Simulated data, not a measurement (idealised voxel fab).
Title: Process Module voxel transistor to metal
The cross-section on display is named cut; it measures 170 nm wide, and its cells are 5 nm squares.
Throughout this document, each cross-section is represented as a grid of square cells and is presented as a sequence of bands enumerated from the top downward, where a band comprises one or more rows of cells.
Per band: top height and bottom height in nm, followed by the left-to-right materials and their widths in nm; "throughout" marks a single material spanning edge to edge, "air" marks empty space.
All heights in this document are referenced to 0, defined as the level beneath which the wafer, as received, consists entirely of one material. The lowest band is not bounded below; it extends indefinitely downward and is written in the form "top 0, no bottom".
Width: "30->40" (first number = top row, second number = bottom row, same change from row to row of cells).
It should be understood that the words "remains unaltered", when stated for a given step, signify that the cross-section underwent no change in any of its cells during that step.
"Sealed internal voids" - sealed voids, min. 8 cells, no opening to top; format: width x height at distance (distance from left edge; nm throughout).
Post-settings text on a step line: simulator's own remark regarding the step.
When a step includes a mask, the "overlay nm" setting on its line states how far to the right of its planned place that mask lay, and negative values state how far to the left.

plan
1. RECEIVE | material Si
2. CONFORMAL_DEP | material SiO2 | thk nm 5
3. CONFORMAL_DEP | material SiN | thk nm 15
4. DIRECTIONAL_DEP | material aC | thk nm 10
5. PATTERN | tone cover | mask id ACTIVE | material resist | width nm 95 | thk nm 25 | overlay nm 0
6. DIRECTIONAL_ETCH | etch materials aC | depth nm 10
7. STRIP | etch materials resist
8. DIRECTIONAL_ETCH | etch materials SiN | depth nm 15
9. DIRECTIONAL_ETCH | etch materials SiO2 | depth nm 5
10. DIRECTIONAL_ETCH | etch materials Si | depth nm 35
11. STRIP | etch materials aC
12. OXIDIZE | depth nm 5
13. FILL_DEP | material SiO2 | thk nm 10
14. CMP | height nm 20
15. SELECTIVE_ETCH | etch materials SiO2 | depth nm 10
16. STRIP | etch materials SiN
17. SELECTIVE_ETCH | etch materials SiO2 | depth nm 5
18. OXIDIZE | depth nm 5
19. DIRECTIONAL_DEP | material polySi | thk nm 20
20. DIRECTIONAL_DEP | material SiCN | thk nm 15
21. MASKED_ETCH | tone cover | mask id GATE | width nm 15 | etch materials SiCN | depth nm 25 | overlay nm 0
22. MASKED_ETCH | tone cover | mask id GATE | width nm 15 | etch materials polySi | depth nm 30 | overlay nm 0
23. CONFORMAL_DEP | material SiN | thk nm 10
24. DIRECTIONAL_ETCH | etch materials SiN | depth nm 10
25. DIRECTIONAL_ETCH | etch materials SiO2 | depth nm 5
26. DIRECTIONAL_ETCH | etch materials Si | depth nm 5
27. EPI | material SiGe | thk nm 10
28. FILL_DEP | material SiO2 | thk nm 10
29. CMP | height nm 35
30. DIRECTIONAL_DEP | material SiO2 | thk nm 15
31. DIRECTIONAL_DEP | material aC | thk nm 15
32. PATTERN | tone open | mask id CONTACT | material resist | width nm 15 | pitch nm 70 | thk nm 30 | overlay nm 0
33. DIRECTIONAL_ETCH | etch materials aC | depth nm 15
34. STRIP | etch materials resist
35. DIRECTIONAL_ETCH | etch materials SiO2 | depth nm 50
36. STRIP | etch materials aC
37. CONFORMAL_DEP | material TiN | thk nm 5
38. FILL_DEP | material Ru | thk nm 10
39. CMP | height nm 50
40. DIRECTIONAL_DEP | material TiN | thk nm 5
41. DIRECTIONAL_DEP | material W | thk nm 25
42. PATTERN | tone cover | mask id METAL_1 | material resist | width nm 15 | pitch nm 70 | thk nm 20 | overlay nm 0
43. DIRECTIONAL_ETCH | etch materials W | depth nm 25
44. DIRECTIONAL_ETCH | etch materials TiN | depth nm 5
45. STRIP | etch materials resist
46. FILL_DEP | material lowk | thk nm 10
47. CMP | height nm 80
48. CONFORMAL_DEP | material SiCN | thk nm 5

Step 1 complete: cross-section of the wafer as received
    top 0, no bottom | Si throughout
    Sealed internal voids: none

End-of-module cross-section. Starting structure and process plan as above; one mistake made in running it
    top 85, bottom 80 | SiCN throughout
    top 80, bottom 55 | W=40, lowk=15, W=55, lowk=15, W=45
    top 55, bottom 50 | TiN=40, lowk=15, TiN=55, lowk=15, TiN=45
    top 50, bottom 35 | SiO2=40, TiN=5, Ru=5, TiN=5, SiO2=55, TiN=5, Ru=5, TiN=5, SiO2=45
    top 35, bottom 20 | SiO2=40, TiN=5, Ru=5, TiN=5, SiO2=10, SiN=10, SiCN=15, SiN=10, SiO2=10, TiN=5, Ru=5, TiN=5, SiO2=45
    top 20, bottom 5 | SiO2=40, TiN=5, Ru=5, TiN=5, SiO2=10, SiN=10, polySi=15, SiN=10, SiO2=10, TiN=5, Ru=5, TiN=5, SiO2=45
    top 5, bottom 0 | SiO2=30, SiN=10, TiN=15, SiGe=10, SiN=10, polySi=15, SiN=10, SiGe=10, TiN=15, SiN=10, SiO2=35
    top 0, bottom -5 | SiO2=40, SiGe=25, SiO2=35, SiGe=25, SiO2=45
    top -5, bottom -10 | SiO2=40, SiGe=25, Si=35, SiGe=25, SiO2=45
    top -10, bottom -40 | SiO2=40, Si=85, SiO2=45
    top -40, no bottom | Si throughout
    Sealed internal voids: none
Short version of what went wrong: it should be noted that step 42 was executed with settings other than those planned, the operation and settings actually applied being PATTERN | tone open | mask id METAL_1 | material resist | width nm 15 | pitch nm 70 | thk nm 20 | overlay nm 0
